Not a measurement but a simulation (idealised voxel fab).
The following process module bears the name voxel fin reveal.
Square cell edge 5 nm, section width 175 nm, ID cut.
For the purposes of this document, a cross-section shall be understood as a grid of square cells, specified as bands listed in top-to-bottom order, each band consisting of one or more rows of cells.
Each band's line starts with the height of the band's top and of its bottom, in nm. Then come its materials from left to right, each with its width in nm. One material with "throughout" fills the band from edge to edge. "blank" is empty space.
A quick word on heights: they are counted from 0, and under that level the wafer as it came to us is one material throughout. The lowest band is different from the rest in having no bottom; it simply continues downward, written as in "from 0 down".
Width: "30->40" (first number = top row, second number = bottom row, same change from row to row of cells).
Take "everything unchanged" at face value: in the step it is given for, the cross-section changed in none of its cells.
"Entrapped void list" means: voids of 8 cells or more that are shut off from the top with no open way through. Written width x height at distance, distance from the left edge, in nm.
Step line, after settings: the simulator's comment on this step.
The optional step-line setting "overlay nm" applies to steps with a mask and quantifies how far to the right of its planned location the mask lay, a negative value indicating leftward placement.

Listed below are the process steps as planned
- 1: RECEIVE,material Si
- 2: CONFORMAL_DEP,material SiN,thk nm 10
- 3: MASKED_ETCH,tone cover,mask id FINS,width nm 15,pitch nm 40,etch materials SiN,depth nm 10,overlay nm 0
- 4: MASKED_ETCH,tone cover,mask id FINS,width nm 15,pitch nm 40,etch materials Si,depth nm 40,overlay nm 0
- 5: FILL_DEP,material SiO2,thk nm 5
- 6: CMP,height nm 10
- 7: SELECTIVE_ETCH,etch materials SiO2,depth nm 25
- 8: STRIP,etch materials SiN
- 9: CONFORMAL_DEP,material HfO2,thk nm 5

First of two wafers, with the run carried out as planned

Wafer as received: cross-section following step 1
    from 0 down | Si throughout
    Entrapped void list: none

How the wafer stands in section after step 2
    from 10 to 0 | SiN throughout
    Note: structure below 0 unchanged.

How the wafer stands in section after step 3
    from 10 to 0 | 60 of blank, then 15 of SiN, then 25 of blank, then 15 of SiN, then 60 of blank
    Note: structure below 0 unchanged.

How the wafer stands in section after step 4
    from 10 to 0 | 60 of blank, then 15 of SiN, then 25 of blank, then 15 of SiN, then 60 of blank
    from 0 to -40 | 60 of blank, then 15 of Si, then 25 of blank, then 15 of Si, then 60 of blank
    Note: structure below -40 unchanged.

How the wafer stands in section after step 5
    from 15 to 10 | SiO2 throughout
    from 10 to 0 | 60 of SiO2, then 15 of SiN, then 25 of SiO2, then 15 of SiN, then 60 of SiO2
    from 0 to -40 | 60 of SiO2, then 15 of Si, then 25 of SiO2, then 15 of Si, then 60 of SiO2
    Note: structure below -40 unchanged.

How the wafer stands in section after step 6
    from 10 to 0 | 60 of SiO2, then 15 of SiN, then 25 of SiO2, then 15 of SiN, then 60 of SiO2
    Note: structure below 0 unchanged.

How the wafer stands in section after step 7
    from 10 to 0 | 60 of blank, then 15 of SiN, then 25 of blank, then 15 of SiN, then 60 of blank
    from 0 to -15 | 60 of blank, then 15 of Si, then 25 of blank, then 15 of Si, then 60 of blank
    Note: structure below -15 unchanged.

How the wafer stands in section after step 8
    from 0 to -15 | 60 of blank, then 15 of Si, then 25 of blank, then 15 of Si, then 60 of blank
    Note: structure below -15 unchanged.

How the wafer stands in section after step 9
    from 5 to 0 | 55 of blank, then 25 of HfO2, then 15 of blank, then 25 of HfO2, then 55 of blank
    from 0 to -10 | 55 of blank, then 5 of HfO2, then 15 of Si, then 5 of HfO2, then 15 of blank, then 5 of HfO2, then 15 of Si, then 5 of HfO2, then 55 of blank
    from -10 to -15 | 60 of HfO2, then 15 of Si, then 25 of HfO2, then 15 of Si, then 60 of HfO2
    Note: structure below -15 unchanged.

Okay, second wafer. Nothing different at the start, nothing different in the plan, just one mistake somewhere in the running. As far as step 8, counting that step, it's the first wafer all over again

Cross-section, second wafer, at the end time the plan gives for step 9: everything unchanged
Against the plan, the run slipped here: step 9 of the plan was jumped over and never run
Cell-count delta at end, second wafer over first, by material: HfO2: 47 fewer
